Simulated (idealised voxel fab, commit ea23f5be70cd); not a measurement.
process module | voxel transistor to metal
cross-section cut | 200 nm wide | cells 5 nm
A cross-section is a grid of square cells, given in bands from the top down. A band is one or more rows of cells.
Each band's line starts with the height of the band's top and of its bottom, in nm. Then come its materials from left to right, each with its width in nm. One material with "throughout" fills the band from edge to edge. "air" is empty space.
Height 0 is the level under which the wafer as received is all one material. The lowest band goes on downwards, as in "0 down".
A width such as "30 to 40" changes by the same amount from each row of cells to the next, from the band's top row to its bottom row.
"no change" after a step means that no cell of the cross-section changed.
closed voids: empty space of 8 cells or more with no open way to the top, each as width x height at its distance from the left edge, in nm
after a step's settings: what the simulator itself notes on the step
overlay nm, on a step with a mask: how far to the right of its planned place the mask lay; to the left if negative
plan
1 op RECEIVE | material Si
2 op CONFORMAL_DEP | material SiO2 | thk nm 5
3 op CONFORMAL_DEP | material SiN | thk nm 15
4 op DIRECTIONAL_DEP | material aC | thk nm 15
5 op PATTERN | tone cover | mask id ACTIVE | material resist | width nm 125 | thk nm 35 | overlay nm 0
6 op DIRECTIONAL_ETCH | etch materials aC | depth nm 15
7 op STRIP | etch materials resist
8 op DIRECTIONAL_ETCH | etch materials SiN | depth nm 15
9 op DIRECTIONAL_ETCH | etch materials SiO2 | depth nm 5
10 op DIRECTIONAL_ETCH | etch materials Si | depth nm 25
11 op STRIP | etch materials aC
12 op OXIDIZE | depth nm 5
13 op FILL_DEP | material SiO2 | thk nm 5
14 op CMP | height nm 20
15 op SELECTIVE_ETCH | etch materials SiO2 | depth nm 5
16 op STRIP | etch materials SiN
17 op SELECTIVE_ETCH | etch materials SiO2 | depth nm 5
18 op OXIDIZE | depth nm 5
19 op DIRECTIONAL_DEP | material polySi | thk nm 30
20 op DIRECTIONAL_DEP | material SiCN | thk nm 15
21 op PATTERN | tone cover | mask id GATE | material resist | width nm 25 | thk nm 15 | overlay nm 0
22 op DIRECTIONAL_ETCH | etch materials SiCN | depth nm 25
23 op DIRECTIONAL_ETCH | etch materials polySi | depth nm 40
24 op STRIP | etch materials resist
25 op CONFORMAL_DEP | material SiO2 | thk nm 5
26 op DIRECTIONAL_ETCH | etch materials SiO2 | depth nm 5
27 op CONFORMAL_DEP | material SiN | thk nm 5
28 op DIRECTIONAL_ETCH | etch materials SiN | depth nm 5
29 op DIRECTIONAL_ETCH | etch materials SiO2 | depth nm 5
30 op DIRECTIONAL_ETCH | etch materials Si | depth nm 15
31 op EPI | material SiGe | thk nm 20
32 op FILL_DEP | material SiO2 | thk nm 10
33 op CMP | height nm 45
34 op DIRECTIONAL_DEP | material SiO2 | thk nm 15
35 op MASKED_ETCH | tone open | mask id CONTACT | width nm 20 | pitch nm 85 | etch materials SiO2 | depth nm 60 | overlay nm 0
36 op CONFORMAL_DEP | material TiN | thk nm 5
37 op FILL_DEP | material Ru | thk nm 10
38 op CMP | height nm 60
39 op CONFORMAL_DEP | material SiCN | thk nm 5
40 op DIRECTIONAL_DEP | material SiO2 | thk nm 25
41 op DIRECTIONAL_DEP | material aC | thk nm 15
42 op PATTERN | tone open | mask id METAL_1 | material resist | width nm 20 | pitch nm 85 | thk nm 30 | overlay nm 0
43 op DIRECTIONAL_ETCH | etch materials aC | depth nm 15
44 op STRIP | etch materials resist
45 op DIRECTIONAL_ETCH | etch materials SiO2 | depth nm 25
46 op DIRECTIONAL_ETCH | etch materials SiCN | depth nm 5
47 op STRIP | etch materials aC
48 op CONFORMAL_DEP | material TiN | thk nm 5
49 op FILL_DEP | material Ru | thk nm 10
50 op CMP | height nm 90
51 op CONFORMAL_DEP | material SiCN | thk nm 5
as received, after step 1
  0 down: Si throughout
  closed voids: none
first wafer at the end, as planned
  95 to 90: SiCN throughout
  90 to 65: SiO2 45 | TiN 5 | Ru 10 | TiN 5 | SiO2 65 | TiN 5 | Ru 10 | TiN 5 | SiO2 50
  65 to 60: SiCN 45 | TiN 20 | SiCN 65 | TiN 20 | SiCN 50
  60 to 45: SiO2 45 | TiN 5 | Ru 10 | TiN 5 | SiO2 65 | TiN 5 | Ru 10 | TiN 5 | SiO2 50
  45 to 30: SiO2 45 | TiN 5 | Ru 10 | TiN 5 | SiO2 10 | SiN 5 | SiO2 5 | SiCN 25 | SiO2 5 | SiN 5 | SiO2 10 | TiN 5 | Ru 10 | TiN 5 | SiO2 50
  30 to 20: SiO2 45 | TiN 5 | Ru 10 | TiN 5 | SiO2 10 | SiN 5 | SiO2 5 | polySi 25 | SiO2 5 | SiN 5 | SiO2 10 | TiN 5 | Ru 10 | TiN 5 | SiO2 50
  20 to 15: SiO2 45 | TiN 20 | SiO2 10 | SiN 5 | SiO2 5 | polySi 25 | SiO2 5 | SiN 5 | SiO2 10 | TiN 20 | SiO2 50
  15 to 10: SiO2 45 | TiN 10 | SiGe 20 | SiN 5 | SiO2 5 | polySi 25 | SiO2 5 | SiN 5 | SiGe 20 | TiN 10 | SiO2 50
  10 to 0: SiO2 35 | SiN 5 | SiO2 5 | TiN 10 | SiGe 20 | SiN 5 | SiO2 5 | polySi 25 | SiO2 5 | SiN 5 | SiGe 20 | TiN 10 | SiO2 5 | SiN 5 | SiO2 40
  0 to -5: SiO2 40 | SiGe 35 | SiO2 45 | SiGe 35 | SiO2 45
  -5 to -20: SiO2 40 | SiGe 35 | Si 45 | SiGe 35 | SiO2 45
  -20 to -30: SiO2 40 | Si 115 | SiO2 45
  -30 down: Si throughout
  closed voids: none
second wafer at the end: like start, like plan, one mistake
  95 to 90: SiCN throughout
  90 to 65: SiO2 45 | TiN 5 | Ru 10 | TiN 5 | SiO2 65 | TiN 5 | Ru 10 | TiN 5 | SiO2 50
  65 to 60: SiCN 45 | TiN 20 | SiCN 65 | TiN 20 | SiCN 50
  60 to 45: SiO2 45 | TiN 5 | Ru 10 | TiN 5 | SiO2 65 | TiN 5 | Ru 10 | TiN 5 | SiO2 50
  45 to 40: SiO2 45 | TiN 5 | Ru 10 | TiN 5 | SiO2 10 | SiN 5 | SiO2 5 | SiCN 25 | SiO2 5 | SiN 5 | SiO2 10 | TiN 5 | Ru 10 | TiN 5 | SiO2 50
  40 to 10: SiO2 45 | TiN 5 | Ru 10 | TiN 5 | SiO2 10 | SiN 5 | SiO2 5 | polySi 25 | SiO2 5 | SiN 5 | SiO2 10 | TiN 5 | Ru 10 | TiN 5 | SiO2 50
  10 to 5: SiO2 30 | SiN 5 | SiO2 10 | TiN 5 | Ru 10 | TiN 5 | SiO2 65 | TiN 5 | Ru 10 | TiN 5 | SiO2 10 | SiN 5 | SiO2 35
  5 to 0: SiO2 30 | SiN 5 | SiO2 10 | TiN 20 | SiO2 65 | TiN 20 | SiO2 10 | SiN 5 | SiO2 35
  0 to -20: SiGe 30 | SiO2 135 | SiGe 35
  -20 to -30: Si 30 | SiO2 135 | Si 35
  -30 down: Si throughout
  closed voids: none
what went wrong: step 5 ran as: op PATTERN | tone open | mask id ACTIVE | material resist | width nm 125 | thk nm 35 | overlay nm 0
at the end the second wafer has, in cells: 12 more of Ru | 47 fewer of Si | 10 fewer of SiCN | 28 fewer of SiGe | 4 fewer of SiN | 77 more of SiO2
